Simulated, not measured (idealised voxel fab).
The following is a process module called voxel capacitor over wiring.
Each square cell in cross-section cut measures 5 nm, and the section as a whole is 255 nm wide.
Heads up, the way a cross-section reads in here is a grid of square cells, handed over as bands from the top down, with every band being one or more rows of cells. For a band, the entry starts with two heights in nm, that of the top and then that of the bottom, and carries on with the band's materials in order from left to right, each alongside its width in nm; the word "full width" beside a single material means it fills the band edge to edge, and "blank" means empty space. Heads up on the height convention: 0 is the point under which the incoming wafer is all one material, and the lowest band has no bottom, it just keeps going down, like "0 down". The width entry "30..40" should be interpreted row by row: the top row of cells in the band takes the first number, the bottom row takes the second number, and the change between adjacent rows is uniform throughout. "left unchanged" for a step: no cell of the cross-section changed in that step. Enclosed voids (no open way to top), threshold 8 cells or more, entry "Closed internal voids", notation width x height at distance, distance from left edge, nm. That trailing text on a step's line, after the settings, is the simulator's own remark on the step. overlay nm: on a step with a mask, how far right of its planned place the mask lay; negative means left.
PLANNED PROCESS STEPS
- 1: RECEIVE, material Si
- 2: CONFORMAL_DEP, material SiO2, thk nm 10
- 3: CONFORMAL_DEP, material SiN, thk nm 5
- 4: DIRECTIONAL_DEP, material SiO2, thk nm 20
- 5: PATTERN, tone open, mask id METAL_1, material resist, width nm 30, pitch nm 80, thk nm 15, overlay nm 0
- 6: DIRECTIONAL_ETCH, etch materials SiO2, depth nm 20
- 7: DIRECTIONAL_ETCH, etch materials SiN, depth nm 5
- 8: STRIP, etch materials resist
- 9: CONFORMAL_DEP, material TiN, thk nm 5
- 10: FILL_DEP, material Ru, thk nm 5
- 11: CMP, height nm 35
- 12: EPI, material Ru, thk nm 5
- 13: FILL_DEP, material SiCN, thk nm 5
- 14: DIRECTIONAL_DEP, material lowk, thk nm 10
- 15: PATTERN, tone open, mask id PLUG_1, material resist, width nm 15, thk nm 15, overlay nm 0
- 16: DIRECTIONAL_ETCH, etch materials lowk, depth nm 10
- 17: DIRECTIONAL_ETCH, etch materials SiCN, depth nm 5
- 18: STRIP, etch materials resist
- 19: EPI, material Ru, thk nm 10
- 20: EPI, material Ru, thk nm 5
- 21: DIRECTIONAL_DEP, material TiN, thk nm 5
- 22: DIRECTIONAL_DEP, material SiN, thk nm 5
- 23: DIRECTIONAL_DEP, material TiN, thk nm 10
- 24: DIRECTIONAL_DEP, material aC, thk nm 10
- 25: PATTERN, tone cover, mask id UPPER_PLATE, material resist, width nm 55, thk nm 25, overlay nm 0
- 26: DIRECTIONAL_ETCH, etch materials aC, depth nm 10
- 27: STRIP, etch materials resist
- 28: DIRECTIONAL_ETCH, etch materials TiN, depth nm 10
- 29: DIRECTIONAL_ETCH, etch materials SiN, depth nm 5
- 30: STRIP, etch materials aC
- 31: PATTERN, tone cover, mask id LOWER_PLATE, material resist, width nm 65, thk nm 20, overlay nm 0
- 32: DIRECTIONAL_ETCH, etch materials TiN, depth nm 5
- 33: STRIP, etch materials resist
- 34: FILL_DEP, material SiO2, thk nm 15
- 35: CMP, height nm 85
- 36: DIRECTIONAL_DEP, material aC, thk nm 10
- 37: PATTERN, tone open, mask id PLUG_2, material resist, width nm 15, thk nm 30, overlay nm 0
- 38: DIRECTIONAL_ETCH, etch materials aC, depth nm 10
- 39: STRIP, etch materials resist
- 40: DIRECTIONAL_ETCH, etch materials SiO2, depth nm 10
- 41: STRIP, etch materials aC
- 42: CONFORMAL_DEP, material TiN, thk nm 5
- 43: FILL_DEP, material Ru, thk nm 5
- 44: CMP, height nm 85
- 45: CONFORMAL_DEP, material SiN, thk nm 5
WAFER CROSS-SECTION ON RECEIPT, I.E. AFTER STEP 1
* 0 down  Si full width
* Closed internal voids: none
WAFER CROSS-SECTION AT MODULE END: FIRST OF TWO, RUN TO PLAN
* 90 to 85  SiN full width
* 85 to 80  SiO2 95, then TiN 5, then Ru 5, then TiN 5, then SiO2 145
* 80 to 75  SiO2 95, then TiN 15, then SiO2 145
* 75 to 65  SiO2 85, then TiN 55, then SiO2 115
* 65 to 60  SiO2 85, then SiN 55, then SiO2 115
* 60 to 55  SiO2 80, then TiN 65, then SiO2 110
* 55 to 45  lowk 85, then Ru 15, then lowk 155
* 45 to 40  SiCN 85, then Ru 15, then SiCN 155
* 40 to 35  SiCN 65, then Ru 40, then SiCN 40, then Ru 40, then SiCN 70
* 35 to 15  SiO2 70, then TiN 5, then Ru 20, then TiN 5, then SiO2 50, then TiN 5, then Ru 20, then TiN 5, then SiO2 75
* 15 to 10  SiN 70, then TiN 30, then SiN 50, then TiN 30, then SiN 75
* 10 to 0  SiO2 full width
* 0 down  Si full width
* Closed internal voids: none
WAFER TWO CROSS-SECTION, MODULE END. START AND PLAN UNCHANGED FROM WAFER ONE; ONE MISTAKE MADE DURING THE RUN
* 90 to 85  SiN full width
* 85 to 80  SiO2 95, then TiN 15, then SiO2 145
* 80 to 70  SiO2 85, then TiN 55, then SiO2 115
* 70 to 65  SiO2 80, then TiN 65, then SiO2 110
* 65 to 60  SiN full width
* 60 to 55  TiN full width
* 55 to 45  lowk 85, then Ru 15, then lowk 155
* 45 to 40  SiCN 85, then Ru 15, then SiCN 155
* 40 to 35  SiCN 65, then Ru 40, then SiCN 40, then Ru 40, then SiCN 70
* 35 to 15  SiO2 70, then TiN 5, then Ru 20, then TiN 5, then SiO2 50, then TiN 5, then Ru 20, then TiN 5, then SiO2 75
* 15 to 10  SiN 70, then TiN 30, then SiN 50, then TiN 30, then SiN 75
* 10 to 0  SiO2 full width
* 0 down  Si full width
* Closed internal voids: none
The mistake made against the process plan was this: step 23, actual vs plan mismatch, actual run DIRECTIONAL_DEP, material TiN, thk nm 15
End of process, cell counts, second wafer against first, materials with more or fewer: 1 fewer of Ru, 40 more of SiN, 88 fewer of SiO2, 49 more of TiN
